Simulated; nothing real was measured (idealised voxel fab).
Herein follows the process module entitled voxel transistor to metal.
It is cross-section cut that appears here, measuring 170 nm in width, its square cells being 5 nm in size.
In this document a cross-section is written as a grid of square cells. It is given as a series of bands, listed from the top down, and a band is one or more rows of cells. Per band: top height and bottom height in nm, followed by the left-to-right materials and their widths in nm; "everywhere" marks a single material spanning edge to edge, "air" marks empty space. Basically, 0 is our baseline, since under it the wafer straight out of the box is all one material. The bottom band has no lower end and keeps on going down, so it looks like "top 0, no bottom". Width "30 to 40": first value at the band's top row of cells, second value at its bottom row, equal change from row to row. No cell of the cross-section changed in a step that is given as "remains unaltered". Look at "Voids lacking openings" for the closed voids: empty spaces with no open path to the top, sized 8 cells or up. Each is width x height at distance, distance from the left edge, all nm. On each step's line, the part that comes after the settings is the simulator's own comment on the step. "overlay nm" denotes, for a step that has a mask, the displacement of the mask to the right of its planned place, with negative values corresponding to the left. Guide to the pairs. Each holds a before and an after cross-section around one process step; the after cross-section is cut off at the lowest band that changed. Look under the pair for the step between them and its settings. Pairs can come from different runs of this module on the same starting wafer, so a pair follows on from the one above it only where its entry headed "Pre-step snapshot" says it does.

[Pre-step snapshot]
  top 75, bottom 65 = 30 aC | 20 air | 65 aC | 20 air | 35 aC
  top 65, bottom 60 = SiCN everywhere
  top 60, bottom 40 = SiO2 everywhere
  top 40, bottom 30 = 30 SiO2 | 5 TiN | 25 to 15 W | 5 to 15 TiN | 35 SiO2 | 5 to 15 TiN | 25 to 15 W | 5 TiN | 35 SiO2
  top 30, bottom 20 = 30 SiO2 | 5 TiN | 15 W | 5 TiN | 10 SiN | 5 SiO2 | 25 SiCN | 5 SiO2 | 10 SiN | 5 TiN | 15 W | 5 TiN | 35 SiO2
  top 20, bottom 15 = 30 SiO2 | 5 TiN | 15 W | 5 TiN | 10 SiN | 5 SiO2 | 25 polySi | 5 SiO2 | 10 SiN | 5 TiN | 15 W | 5 TiN | 35 SiO2
  top 15, bottom 10 = 30 SiO2 | 25 TiN | 10 SiN | 5 SiO2 | 25 polySi | 5 SiO2 | 10 SiN | 25 TiN | 35 SiO2
  top 10, bottom 5 = 25 SiO2 | 30 pSi | 10 SiN | 5 SiO2 | 25 polySi | 5 SiO2 | 10 SiN | 30 pSi | 30 SiO2
  top 5, bottom 0 = 20 SiO2 | 10 SiN | 25 pSi | 10 SiN | 5 SiO2 | 25 polySi | 5 SiO2 | 10 SiN | 25 pSi | 10 SiN | 25 SiO2
  top 0, bottom -5 = 30 SiO2 | 25 pSi | 55 SiO2 | 25 pSi | 35 SiO2
  top -5, bottom -15 = 20 SiO2 | 10 Si | 25 pSi | 55 Si | 25 pSi | 10 Si | 25 SiO2
  top -15, bottom -35 = 20 SiO2 | 125 Si | 25 SiO2
  top -35, no bottom = Si everywhere
  Voids lacking openings: none

[Cross-Section After Step]
  top 75, bottom 65 = 30 aC | 20 air | 65 aC | 20 air | 35 aC
  top 65, bottom 60 = 30 SiCN | 20 air | 65 SiCN | 20 air | 35 SiCN
  below 60: unchanged
  Voids lacking openings: none
So what happened between those two cross-sections up there? DIRECTIONAL_ETCH, etch materials SiCN, depth nm 5

Pre-step snapshot: Reference is made to the cross-section shown after the step in the pair directly above, which represents the state prior to this step.

[Cross-Section After Step]
  top 65, bottom 60 = 30 SiCN | 20 air | 65 SiCN | 20 air | 35 SiCN
  below 60: unchanged
  Voids lacking openings: none
So what happened between those two cross-sections up there? STRIP, etch materials aC

Pre-step snapshot: Reference is made to the cross-section shown after the step in the pair directly above, which represents the state prior to this step.

[Cross-Section After Step]
  top 70, bottom 65 = 35 TiN | 10 air | 75 TiN | 10 air | 40 TiN
  top 65, bottom 60 = 30 SiCN | 20 TiN | 65 SiCN | 20 TiN | 35 SiCN
  below 60: unchanged
  Voids lacking openings: none
So what happened between those two cross-sections up there? CONFORMAL_DEP, material TiN, thk nm 5

Pre-step snapshot: Reference is made to the cross-section shown after the step in the pair directly above, which represents the state prior to this step.

[Cross-Section After Step]
  top 80, bottom 70 = Cu everywhere
  top 70, bottom 65 = 35 TiN | 10 Cu | 75 TiN | 10 Cu | 40 TiN
  below 65: unchanged
  Voids lacking openings: none
So what happened between those two cross-sections up there? FILL_DEP, material Cu, thk nm 10

Pre-step snapshot: Reference is made to the cross-section shown after the step in the pair directly above, which represents the state prior to this step.

[Cross-Section After Step]
  top 65, bottom 60 = 30 SiCN | 20 TiN | 65 SiCN | 20 TiN | 35 SiCN
  below 60: unchanged
  Voids lacking openings: none
So what happened between those two cross-sections up there? CMP, height nm 65

Pre-step snapshot: Reference is made to the cross-section shown after the step in the pair directly above, which represents the state prior to this step.

[Cross-Section After Step]
  top 70, bottom 65 = SiCN everywhere
  below 65: unchanged
  Voids lacking openings: none
So what happened between those two cross-sections up there? CONFORMAL_DEP, material SiCN, thk nm 5

[Pre-step snapshot]
  top 80, bottom 70 = Cu everywhere
  top 70, bottom 65 = 35 TiN | 10 Cu | 75 TiN | 10 Cu | 40 TiN
  top 65, bottom 45 = 30 SiO2 | 5 TiN | 10 Cu | 5 TiN | 65 SiO2 | 5 TiN | 10 Cu | 5 TiN | 35 SiO2
  top 45, bottom 40 = 30 SiCN | 20 TiN | 65 SiCN | 20 TiN | 35 SiCN
  top 40, bottom 30 = 30 SiO2 | 5 TiN | 25 to 15 W | 5 to 15 TiN | 35 SiO2 | 5 to 15 TiN | 25 to 15 W | 5 TiN | 35 SiO2
  top 30, bottom 20 = 30 SiO2 | 5 TiN | 15 W | 5 TiN | 10 SiN | 5 SiO2 | 25 SiCN | 5 SiO2 | 10 SiN | 5 TiN | 15 W | 5 TiN | 35 SiO2
  top 20, bottom 15 = 30 SiO2 | 5 TiN | 15 W | 5 TiN | 10 SiN | 5 SiO2 | 25 polySi | 5 SiO2 | 10 SiN | 5 TiN | 15 W | 5 TiN | 35 SiO2
  top 15, bottom 10 = 30 SiO2 | 25 TiN | 10 SiN | 5 SiO2 | 25 polySi | 5 SiO2 | 10 SiN | 25 TiN | 35 SiO2
  top 10, bottom 5 = 25 SiO2 | 30 pSi | 10 SiN | 5 SiO2 | 25 polySi | 5 SiO2 | 10 SiN | 30 pSi | 30 SiO2
  top 5, bottom 0 = 20 SiO2 | 10 SiN | 25 pSi | 10 SiN | 5 SiO2 | 25 polySi | 5 SiO2 | 10 SiN | 25 pSi | 10 SiN | 25 SiO2
  top 0, bottom -5 = 30 SiO2 | 25 pSi | 55 SiO2 | 25 pSi | 35 SiO2
  top -5, bottom -15 = 20 SiO2 | 10 Si | 25 pSi | 55 Si | 25 pSi | 10 Si | 25 SiO2
  top -15, bottom -35 = 20 SiO2 | 125 Si | 25 SiO2
  top -35, no bottom = Si everywhere
  Voids lacking openings: none

[Cross-Section After Step]
  top 70, bottom 65 = 35 TiN | 10 Cu | 75 TiN | 10 Cu | 40 TiN
  below 65: unchanged
  Voids lacking openings: none
So what happened between those two cross-sections up there? CMP, height nm 70

Pre-step snapshot: Reference is made to the cross-section shown after the step in the pair directly above, which represents the state prior to this step.

[Cross-Section After Step]
  top 75, bottom 70 = SiCN everywhere
  below 70: unchanged
  Voids lacking openings: none
So what happened between those two cross-sections up there? CONFORMAL_DEP, material SiCN, thk nm 5

[Pre-step snapshot]
  top 20, bottom 5 = SiN everywhere
  top 5, bottom 0 = SiO2 everywhere
  top 0, no bottom = Si everywhere
  Voids lacking openings: none

[Cross-Section After Step]
  top 20, bottom 5 = 25 air | 120 SiN | 25 air
  below 5: unchanged
  Voids lacking openings: none
So what happened between those two cross-sections up there? MASKED_ETCH, tone cover, mask id ACTIVE, width nm 120, etch materials SiN, depth nm 15, overlay nm 0

Pre-step snapshot: Reference is made to the cross-section shown after the step in the pair directly above, which represents the state prior to this step.

[Cross-Section After Step]
  top 20, bottom 5 = 25 air | 120 SiN | 25 air
  top 5, bottom 0 = 20 air | 125 SiO2 | 25 air
  below 0: unchanged
  Voids lacking openings: none
So what happened between those two cross-sections up there? MASKED_ETCH, tone cover, mask id ACTIVE, width nm 125, etch materials SiO2, depth nm 5, overlay nm 0

Pre-step snapshot: Reference is made to the cross-section shown after the step in the pair directly above, which represents the state prior to this step.

[Cross-Section After Step]
  top 20, bottom 5 = 25 air | 120 SiN | 25 air
  top 5, bottom 0 = 20 air | 125 SiO2 | 25 air
  top 0, bottom -35 = 20 air | 125 Si | 25 air
  below -35: unchanged
  Voids lacking openings: none
So what happened between those two cross-sections up there? MASKED_ETCH, tone cover, mask id ACTIVE, width nm 125, etch materials Si, depth nm 35, overlay nm 0

Pre-step snapshot: Reference is made to the cross-section shown after the step in the pair directly above, which represents the state prior to this step.

[Cross-Section After Step]
  top 30, bottom 20 = SiO2 everywhere
  top 20, bottom 5 = 25 SiO2 | 120 SiN | 25 SiO2
  top 5, bottom 0 = SiO2 everywhere
  top 0, bottom -35 = 20 SiO2 | 125 Si | 25 SiO2
  below -35: unchanged
  Voids lacking openings: none
So what happened between those two cross-sections up there? FILL_DEP, material SiO2, thk nm 10

Pre-step snapshot: Reference is made to the cross-section shown after the step in the pair directly above, which represents the state prior to this step.

[Cross-Section After Step]
  top 20, bottom 5 = 25 SiO2 | 120 SiN | 25 SiO2
  below 5: unchanged
  Voids lacking openings: none
So what happened between those two cross-sections up there? CMP, height nm 20

Pre-step snapshot: Reference is made to the cross-section shown after the step in the pair directly above, which represents the state prior to this step.

[Cross-Section After Step]
  top 20, bottom 10 = 25 air | 120 SiN | 25 air
  below 10: unchanged
  Voids lacking openings: none
So what happened between those two cross-sections up there? SELECTIVE_ETCH, etch materials SiO2, depth nm 10

Pre-step snapshot: Reference is made to the cross-section shown after the step in the pair directly above, which represents the state prior to this step.

[Cross-Section After Step]
  top 10, bottom 5 = 25 SiO2 | 120 air | 25 SiO2
  below 5: unchanged
  Voids lacking openings: none
So what happened between those two cross-sections up there? STRIP, etch materials SiN

Pre-step snapshot: Reference is made to the cross-section shown after the step in the pair directly above, which represents the state prior to this step.

[Cross-Section After Step]
  top 5, bottom 0 = 20 SiO2 | 130 air | 20 SiO2
  below 0: unchanged
  Voids lacking openings: none
So what happened between those two cross-sections up there? SELECTIVE_ETCH, etch materials SiO2, depth nm 5

Pre-step snapshot: Reference is made to the cross-section shown after the step in the pair directly above, which represents the state prior to this step.

[Cross-Section After Step]
  top 5, bottom 0 = 20 SiO2 | 130 air | 20 SiO2
  top 0, bottom -5 = SiO2 everywhere
  below -5: unchanged
  Voids lacking openings: none
So what happened between those two cross-sections up there? OXIDIZE, depth nm 5

Pre-step snapshot: Reference is made to the cross-section shown after the step in the pair directly above, which represents the state prior to this step.

[Cross-Section After Step]
  top 25, bottom 20 = 20 polySi | 130 air | 20 polySi
  top 20, bottom 5 = polySi everywhere
  top 5, bottom 0 = 20 SiO2 | 130 polySi | 20 SiO2
  below 0: unchanged
  Voids lacking openings: none
So what happened between those two cross-sections up there? DIRECTIONAL_DEP, material polySi, thk nm 20

Pre-step snapshot: Reference is made to the cross-section shown after the step in the pair directly above, which represents the state prior to this step.

[Cross-Section After Step]
  top 35, bottom 30 = 20 SiCN | 130 air | 20 SiCN
  top 30, bottom 25 = SiCN everywhere
  top 25, bottom 20 = 20 polySi | 130 SiCN | 20 polySi
  below 20: unchanged
  Voids lacking openings: none
So what happened between those two cross-sections up there? DIRECTIONAL_DEP, material SiCN, thk nm 10

Pre-step snapshot: Reference is made to the cross-section shown after the step in the pair directly above, which represents the state prior to this step.

[Cross-Section After Step]
  top 55, bottom 35 = 70 air | 25 resist | 75 air
  top 35, bottom 30 = 20 SiCN | 50 air | 25 resist | 55 air | 20 SiCN
  below 30: unchanged
  Voids lacking openings: none
So what happened between those two cross-sections up there? PATTERN, tone cover, mask id GATE, material resist, width nm 25, thk nm 20, overlay nm 0

Pre-step snapshot: Reference is made to the cross-section shown after the step in the pair directly above, which represents the state prior to this step.

[Cross-Section After Step]
  top 55, bottom 30 = 70 air | 25 resist | 75 air
  top 30, bottom 25 = 70 air | 25 SiCN | 75 air
  top 25, bottom 20 = 20 polySi | 50 air | 25 SiCN | 55 air | 20 polySi
  below 20: unchanged
  Voids lacking openings: none
So what happened between those two cross-sections up there? DIRECTIONAL_ETCH, etch materials SiCN, depth nm 20

Pre-step snapshot: Reference is made to the cross-section shown after the step in the pair directly above, which represents the state prior to this step.

[Cross-Section After Step]
  top 55, bottom 30 = 70 air | 25 resist | 75 air
  top 30, bottom 20 = 70 air | 25 SiCN | 75 air
  top 20, bottom 5 = 70 air | 25 polySi | 75 air
  top 5, bottom 0 = 20 SiO2 | 50 air | 25 polySi | 55 air | 20 SiO2
  below 0: unchanged
  Voids lacking openings: none
So what happened between those two cross-sections up there? DIRECTIONAL_ETCH, etch materials polySi, depth nm 30

Pre-step snapshot: Reference is made to the cross-section shown after the step in the pair directly above, which represents the state prior to this step.

[Cross-Section After Step]
  top 30, bottom 20 = 70 air | 25 SiCN | 75 air
  below 20: unchanged
  Voids lacking openings: none
So what happened between those two cross-sections up there? STRIP, etch materials resist

Pre-step snapshot: Reference is made to the cross-section shown after the step in the pair directly above, which represents the state prior to this step.

[Cross-Section After Step]
  top 35, bottom 30 = 65 air | 35 SiO2 | 70 air
  top 30, bottom 20 = 65 air | 5 SiO2 | 25 SiCN | 5 SiO2 | 70 air
  top 20, bottom 10 = 65 air | 5 SiO2 | 25 polySi | 5 SiO2 | 70 air
  top 10, bottom 5 = 25 SiO2 | 40 air | 5 SiO2 | 25 polySi | 5 SiO2 | 45 air | 25 SiO2
  top 5, bottom 0 = 70 SiO2 | 25 polySi | 75 SiO2
  below 0: unchanged
  Voids lacking openings: none
So what happened between those two cross-sections up there? CONFORMAL_DEP, material SiO2, thk nm 5

Pre-step snapshot: Reference is made to the cross-section shown after the step in the pair directly above, which represents the state prior to this step.

[Cross-Section After Step]
  top 30, bottom 20 = 65 air | 5 SiO2 | 25 SiCN | 5 SiO2 | 70 air
  top 20, bottom 5 = 65 air | 5 SiO2 | 25 polySi | 5 SiO2 | 70 air
  top 5, bottom 0 = 25 SiO2 | 40 air | 5 SiO2 | 25 polySi | 5 SiO2 | 45 air | 25 SiO2
  below 0: unchanged
  Voids lacking openings: none
So what happened between those two cross-sections up there? DIRECTIONAL_ETCH, etch materials SiO2, depth nm 5

Pre-step snapshot: Reference is made to the cross-section shown after the step in the pair directly above, which represents the state prior to this step.

[Cross-Section After Step]
  top 40, bottom 30 = 55 air | 55 SiN | 60 air
  top 30, bottom 20 = 55 air | 10 SiN | 5 SiO2 | 25 SiCN | 5 SiO2 | 10 SiN | 60 air
  top 20, bottom 15 = 55 air | 10 SiN | 5 SiO2 | 25 polySi | 5 SiO2 | 10 SiN | 60 air
  top 15, bottom 10 = 35 SiN | 20 air | 10 SiN | 5 SiO2 | 25 polySi | 5 SiO2 | 10 SiN | 25 air | 35 SiN
  top 10, bottom 5 = 65 SiN | 5 SiO2 | 25 polySi | 5 SiO2 | 70 SiN
  top 5, bottom 0 = 25 SiO2 | 40 SiN | 5 SiO2 | 25 polySi | 5 SiO2 | 45 SiN | 25 SiO2
  below 0: unchanged
  Voids lacking openings: none
So what happened between those two cross-sections up there? CONFORMAL_DEP, material SiN, thk nm 10

Pre-step snapshot: Reference is made to the cross-section shown after the step in the pair directly above, which represents the state prior to this step.

[Cross-Section After Step]
  top 30, bottom 20 = 55 air | 10 SiN | 5 SiO2 | 25 SiCN | 5 SiO2 | 10 SiN | 60 air
  top 20, bottom 5 = 55 air | 10 SiN | 5 SiO2 | 25 polySi | 5 SiO2 | 10 SiN | 60 air
  top 5, bottom 0 = 25 SiO2 | 10 SiN | 20 air | 10 SiN | 5 SiO2 | 25 polySi | 5 SiO2 | 10 SiN | 25 air | 10 SiN | 25 SiO2
  below 0: unchanged
  Voids lacking openings: none
So what happened between those two cross-sections up there? DIRECTIONAL_ETCH, etch materials SiN, depth nm 10

Pre-step snapshot: Reference is made to the cross-section shown after the step in the pair directly above, which represents the state prior to this step.

[Cross-Section After Step]
  top 30, bottom 25 = 55 air | 10 SiN | 5 air | 25 SiCN | 5 air | 10 SiN | 60 air
  top 25, bottom 20 = 55 air | 10 SiN | 5 SiO2 | 25 SiCN | 5 SiO2 | 10 SiN | 60 air
  top 20, bottom 5 = 55 air | 10 SiN | 5 SiO2 | 25 polySi | 5 SiO2 | 10 SiN | 60 air
  top 5, bottom 0 = 25 air | 10 SiN | 20 air | 10 SiN | 5 SiO2 | 25 polySi | 5 SiO2 | 10 SiN | 25 air | 10 SiN | 25 air
  top 0, bottom -5 = 35 SiO2 | 20 air | 55 SiO2 | 25 air | 35 SiO2
  below -5: unchanged
  Voids lacking openings: none
So what happened between those two cross-sections up there? DIRECTIONAL_ETCH, etch materials SiO2, depth nm 5

Pre-step snapshot: Reference is made to the cross-section shown after the step in the pair directly above, which represents the state prior to this step.

[Cross-Section After Step]
  top 30, bottom 25 = 55 air | 10 SiN | 5 air | 25 SiCN | 5 air | 10 SiN | 60 air
  top 25, bottom 20 = 55 air | 10 SiN | 5 SiO2 | 25 SiCN | 5 SiO2 | 10 SiN | 60 air
  top 20, bottom 5 = 55 air | 10 SiN | 5 SiO2 | 25 polySi | 5 SiO2 | 10 SiN | 60 air
  top 5, bottom 0 = 25 air | 10 SiN | 20 air | 10 SiN | 5 SiO2 | 25 polySi | 5 SiO2 | 10 SiN | 25 air | 10 SiN | 25 air
  top 0, bottom -5 = 35 SiO2 | 20 air | 55 SiO2 | 25 air | 35 SiO2
  top -5, bottom -15 = 20 SiO2 | 15 Si | 20 air | 55 Si | 25 air | 10 Si | 25 SiO2
  below -15: unchanged
  Voids lacking openings: none
So what happened between those two cross-sections up there? DIRECTIONAL_ETCH, etch materials Si, depth nm 10

Pre-step snapshot: Reference is made to the cross-section shown after the step in the pair directly above, which represents the state prior to this step.

[Cross-Section After Step]
  top 30, bottom 25 = 55 air | 10 SiN | 5 air | 25 SiCN | 5 air | 10 SiN | 60 air
  top 25, bottom 20 = 55 air | 10 SiN | 5 SiO2 | 25 SiCN | 5 SiO2 | 10 SiN | 60 air
  top 20, bottom 10 = 55 air | 10 SiN | 5 SiO2 | 25 polySi | 5 SiO2 | 10 SiN | 60 air
  top 10, bottom 5 = 30 air | 25 pSi | 10 SiN | 5 SiO2 | 25 polySi | 5 SiO2 | 10 SiN | 30 pSi | 30 air
  top 5, bottom 0 = 25 air | 10 SiN | 20 pSi | 10 SiN | 5 SiO2 | 25 polySi | 5 SiO2 | 10 SiN | 25 pSi | 10 SiN | 25 air
  top 0, bottom -5 = 35 SiO2 | 20 pSi | 55 SiO2 | 25 pSi | 35 SiO2
  top -5, bottom -15 = 20 SiO2 | 15 Si | 20 pSi | 55 Si | 25 pSi | 10 Si | 25 SiO2
  below -15: unchanged
  Voids lacking openings: none
So what happened between those two cross-sections up there? EPI, material pSi, thk nm 15

Pre-step snapshot: Reference is made to the cross-section shown after the step in the pair directly above, which represents the state prior to this step.

[Cross-Section After Step]
  top 35, bottom 30 = SiO2 everywhere
  top 30, bottom 20 = 55 SiO2 | 10 SiN | 5 SiO2 | 25 SiCN | 5 SiO2 | 10 SiN | 60 SiO2
  top 20, bottom 10 = 55 SiO2 | 10 SiN | 5 SiO2 | 25 polySi | 5 SiO2 | 10 SiN | 60 SiO2
  top 10, bottom 5 = 30 SiO2 | 25 pSi | 10 SiN | 5 SiO2 | 25 polySi | 5 SiO2 | 10 SiN | 30 pSi | 30 SiO2
  top 5, bottom 0 = 25 SiO2 | 10 SiN | 20 pSi | 10 SiN | 5 SiO2 | 25 polySi | 5 SiO2 | 10 SiN | 25 pSi | 10 SiN | 25 SiO2
  below 0: unchanged
  Voids lacking openings: none
So what happened between those two cross-sections up there? FILL_DEP, material SiO2, thk nm 5

Pre-step snapshot: Reference is made to the cross-section shown after the step in the pair directly above, which represents the state prior to this step.

[Cross-Section After Step]
  top 30, bottom 20 = 55 SiO2 | 10 SiN | 5 SiO2 | 25 SiCN | 5 SiO2 | 10 SiN | 60 SiO2
  below 20: unchanged
  Voids lacking openings: none
So what happened between those two cross-sections up there? CMP, height nm 30

Pre-step snapshot: Reference is made to the cross-section shown after the step in the pair directly above, which represents the state prior to this step.

[Cross-Section After Step]
  top 40, bottom 30 = SiO2 everywhere
  below 30: unchanged
  Voids lacking openings: none
So what happened between those two cross-sections up there? DIRECTIONAL_DEP, material SiO2, thk nm 10

Pre-step snapshot: Reference is made to the cross-section shown after the step in the pair directly above, which represents the state prior to this step.

[Cross-Section After Step]
  top 40, bottom 30 = 30 SiO2 | 35 air | 35 SiO2 | 35 air | 35 SiO2
  top 30, bottom 20 = 30 SiO2 | 25 air | 10 SiN | 5 SiO2 | 25 SiCN | 5 SiO2 | 10 SiN | 25 air | 35 SiO2
  top 20, bottom 10 = 30 SiO2 | 25 air | 10 SiN | 5 SiO2 | 25 polySi | 5 SiO2 | 10 SiN | 25 air | 35 SiO2
  below 10: unchanged
  Voids lacking openings: none
So what happened between those two cross-sections up there? MASKED_ETCH, tone open, mask id CONTACT, width nm 35, pitch nm 70, etch materials SiO2, depth nm 30, overlay nm 0

Pre-step snapshot: Reference is made to the cross-section shown after the step in the pair directly above, which represents the state prior to this step.

[Cross-Section After Step]
  top 45, bottom 40 = 35 TiN | 25 air | 45 TiN | 25 air | 40 TiN
  top 40, bottom 30 = 30 SiO2 | 5 TiN | 25 to 15 air | 5 to 15 TiN | 35 SiO2 | 5 to 15 TiN | 25 to 15 air | 5 TiN | 35 SiO2
  top 30, bottom 20 = 30 SiO2 | 5 TiN | 15 air | 5 TiN | 10 SiN | 5 SiO2 | 25 SiCN | 5 SiO2 | 10 SiN | 5 TiN | 15 air | 5 TiN | 35 SiO2
  top 20, bottom 15 = 30 SiO2 | 5 TiN | 15 air | 5 TiN | 10 SiN | 5 SiO2 | 25 polySi | 5 SiO2 | 10 SiN | 5 TiN | 15 air | 5 TiN | 35 SiO2
  top 15, bottom 10 = 30 SiO2 | 25 TiN | 10 SiN | 5 SiO2 | 25 polySi | 5 SiO2 | 10 SiN | 25 TiN | 35 SiO2
  below 10: unchanged
  Voids lacking openings: none
So what happened between those two cross-sections up there? CONFORMAL_DEP, material TiN, thk nm 5

Pre-step snapshot: Reference is made to the cross-section shown after the step in the pair directly above, which represents the state prior to this step.

[Cross-Section After Step]
  top 50, bottom 45 = W everywhere
  top 45, bottom 40 = 35 TiN | 25 W | 45 TiN | 25 W | 40 TiN
  top 40, bottom 30 = 30 SiO2 | 5 TiN | 25 to 15 W | 5 to 15 TiN | 35 SiO2 | 5 to 15 TiN | 25 to 15 W | 5 TiN | 35 SiO2
  top 30, bottom 20 = 30 SiO2 | 5 TiN | 15 W | 5 TiN | 10 SiN | 5 SiO2 | 25 SiCN | 5 SiO2 | 10 SiN | 5 TiN | 15 W | 5 TiN | 35 SiO2
  top 20, bottom 15 = 30 SiO2 | 5 TiN | 15 W | 5 TiN | 10 SiN | 5 SiO2 | 25 polySi | 5 SiO2 | 10 SiN | 5 TiN | 15 W | 5 TiN | 35 SiO2
  below 15: unchanged
  Voids lacking openings: none
So what happened between those two cross-sections up there? FILL_DEP, material W, thk nm 5

Pre-step snapshot: Reference is made to the cross-section shown after the step in the pair directly above, which represents the state prior to this step.

[Cross-Section After Step]
  top 40, bottom 30 = 30 SiO2 | 5 TiN | 25 to 15 W | 5 to 15 TiN | 35 SiO2 | 5 to 15 TiN | 25 to 15 W | 5 TiN | 35 SiO2
  below 30: unchanged
  Voids lacking openings: none
So what happened between those two cross-sections up there? CMP, height nm 40

Pre-step snapshot: Reference is made to the cross-section shown after the step in the pair directly above, which represents the state prior to this step.

[Cross-Section After Step]
  top 45, bottom 40 = SiCN everywhere
  below 40: unchanged
  Voids lacking openings: none
So what happened between those two cross-sections up there? CONFORMAL_DEP, material SiCN, thk nm 5

Pre-step snapshot: Reference is made to the cross-section shown after the step in the pair directly above, which represents the state prior to this step.

[Cross-Section After Step]
  top 65, bottom 45 = SiO2 everywhere
  below 45: unchanged
  Voids lacking openings: none
So what happened between those two cross-sections up there? DIRECTIONAL_DEP, material SiO2, thk nm 20

Pre-step snapshot: Reference is made to the cross-section shown after the step in the pair directly above, which represents the state prior to this step.

[Cross-Section After Step]
  top 75, bottom 65 = aC everywhere
  below 65: unchanged
  Voids lacking openings: none
So what happened between those two cross-sections up there? DIRECTIONAL_DEP, material aC, thk nm 10

Pre-step snapshot: Reference is made to the cross-section shown after the step in the pair directly above, which represents the state prior to this step.

[Cross-Section After Step]
  top 100, bottom 75 = 30 resist | 20 air | 65 resist | 20 air | 35 resist
  below 75: unchanged
  Voids lacking openings: none
So what happened between those two cross-sections up there? PATTERN, tone open, mask id METAL_1, material resist, width nm 20, pitch nm 85, thk nm 25, overlay nm 0

Pre-step snapshot: Reference is made to the cross-section shown after the step in the pair directly above, which represents the state prior to this step.

[Cross-Section After Step]
  top 90, bottom 75 = 30 resist | 20 air | 65 resist | 20 air | 35 resist
  top 75, bottom 65 = 30 aC | 20 air | 65 aC | 20 air | 35 aC
  below 65: unchanged
  Voids lacking openings: none
So what happened between those two cross-sections up there? DIRECTIONAL_ETCH, etch materials aC, depth nm 10

Pre-step snapshot: Reference is made to the cross-section shown after the step in the pair directly above, which represents the state prior to this step.

[Cross-Section After Step]
  top 75, bottom 65 = 30 aC | 20 air | 65 aC | 20 air | 35 aC
  below 65: unchanged
  Voids lacking openings: none
So what happened between those two cross-sections up there? STRIP, etch materials resist

Pre-step snapshot: Reference is made to the cross-section shown after the step in the pair directly above, which represents the state prior to this step.

[Cross-Section After Step]
  top 75, bottom 65 = 30 aC | 20 air | 65 aC | 20 air | 35 aC
  top 65, bottom 45 = 30 SiO2 | 20 air | 65 SiO2 | 20 air | 35 SiO2
  below 45: unchanged
  Voids lacking openings: none
So what happened between those two cross-sections up there? DIRECTIONAL_ETCH, etch materials SiO2, depth nm 20

Pre-step snapshot: Reference is made to the cross-section shown after the step in the pair directly above, which represents the state prior to this step.

[Cross-Section After Step]
  top 75, bottom 65 = 30 aC | 20 air | 65 aC | 20 air | 35 aC
  top 65, bottom 45 = 30 SiO2 | 20 air | 65 SiO2 | 20 air | 35 SiO2
  top 45, bottom 40 = 30 SiCN | 20 air | 65 SiCN | 20 air | 35 SiCN
  below 40: unchanged
  Voids lacking openings: none
So what happened between those two cross-sections up there? DIRECTIONAL_ETCH, etch materials SiCN, depth nm 5

Pre-step snapshot: Reference is made to the cross-section shown after the step in the pair directly above, which represents the state prior to this step.

[Cross-Section After Step]
  top 65, bottom 45 = 30 SiO2 | 20 air | 65 SiO2 | 20 air | 35 SiO2
  below 45: unchanged
  Voids lacking openings: none
So what happened between those two cross-sections up there? STRIP, etch materials aC

Pre-step snapshot: Reference is made to the cross-section shown after the step in the pair directly above, which represents the state prior to this step.

[Cross-Section After Step]
  top 70, bottom 65 = 35 TiN | 10 air | 75 TiN | 10 air | 40 TiN
  top 65, bottom 45 = 30 SiO2 | 5 TiN | 10 air | 5 TiN | 65 SiO2 | 5 TiN | 10 air | 5 TiN | 35 SiO2
  top 45, bottom 40 = 30 SiCN | 20 TiN | 65 SiCN | 20 TiN | 35 SiCN
  below 40: unchanged
  Voids lacking openings: none
So what happened between those two cross-sections up there? CONFORMAL_DEP, material TiN, thk nm 5

Pre-step snapshot: Reference is made to the cross-section shown after the step in the pair directly above, which represents the state prior to this step.

[Cross-Section After Step]
  top 80, bottom 70 = Cu everywhere
  top 70, bottom 65 = 35 TiN | 10 Cu | 75 TiN | 10 Cu | 40 TiN
  top 65, bottom 45 = 30 SiO2 | 5 TiN | 10 Cu | 5 TiN | 65 SiO2 | 5 TiN | 10 Cu | 5 TiN | 35 SiO2
  below 45: unchanged
  Voids lacking openings: none
So what happened between those two cross-sections up there? FILL_DEP, material Cu, thk nm 10

Pre-step snapshot: Reference is made to the cross-section shown after the step in the pair directly above, which represents the state prior to this step.

[Cross-Section After Step]
  top 65, bottom 45 = 30 SiO2 | 5 TiN | 10 Cu | 5 TiN | 65 SiO2 | 5 TiN | 10 Cu | 5 TiN | 35 SiO2
  below 45: unchanged
  Voids lacking openings: none
So what happened between those two cross-sections up there? CMP, height nm 65

Pre-step snapshot: Reference is made to the cross-section shown after the step in the pair directly above, which represents the state prior to this step.

[Cross-Section After Step]
  top 70, bottom 65 = SiCN everywhere
  below 65: unchanged
  Voids lacking openings: none
So what happened between those two cross-sections up there? CONFORMAL_DEP, material SiCN, thk nm 5

[Pre-step snapshot]
  top 75, bottom 65 = aC everywhere
  top 65, bottom 45 = SiO2 everywhere
  top 45, bottom 40 = SiCN everywhere
  top 40, bottom 30 = 30 SiO2 | 5 TiN | 25 to 15 W | 5 to 15 TiN | 35 SiO2 | 5 to 15 TiN | 25 to 15 W | 5 TiN | 35 SiO2
  top 30, bottom 20 = 30 SiO2 | 5 TiN | 15 W | 5 TiN | 10 SiN | 5 SiO2 | 25 SiCN | 5 SiO2 | 10 SiN | 5 TiN | 15 W | 5 TiN | 35 SiO2
  top 20, bottom 15 = 30 SiO2 | 5 TiN | 15 W | 5 TiN | 10 SiN | 5 SiO2 | 25 polySi | 5 SiO2 | 10 SiN | 5 TiN | 15 W | 5 TiN | 35 SiO2
  top 15, bottom 10 = 30 SiO2 | 25 TiN | 10 SiN | 5 SiO2 | 25 polySi | 5 SiO2 | 10 SiN | 25 TiN | 35 SiO2
  top 10, bottom 5 = 25 SiO2 | 30 pSi | 10 SiN | 5 SiO2 | 25 polySi | 5 SiO2 | 10 SiN | 30 pSi | 30 SiO2
  top 5, bottom 0 = 20 SiO2 | 10 SiN | 25 pSi | 10 SiN | 5 SiO2 | 25 polySi | 5 SiO2 | 10 SiN | 25 pSi | 10 SiN | 25 SiO2
  top 0, bottom -5 = 30 SiO2 | 25 pSi | 55 SiO2 | 25 pSi | 35 SiO2
  top -5, bottom -15 = 20 SiO2 | 10 Si | 25 pSi | 55 Si | 25 pSi | 10 Si | 25 SiO2
  top -15, bottom -35 = 20 SiO2 | 125 Si | 25 SiO2
  top -35, no bottom = Si everywhere
  Voids lacking openings: none

[Cross-Section After Step]
  top 100, bottom 75 = 35 resist | 20 air | 65 resist | 20 air | 30 resist
  below 75: unchanged
  Voids lacking openings: none
So what happened between those two cross-sections up there? PATTERN, tone open, mask id METAL_1, material resist, width nm 20, pitch nm 85, thk nm 25, overlay nm 5
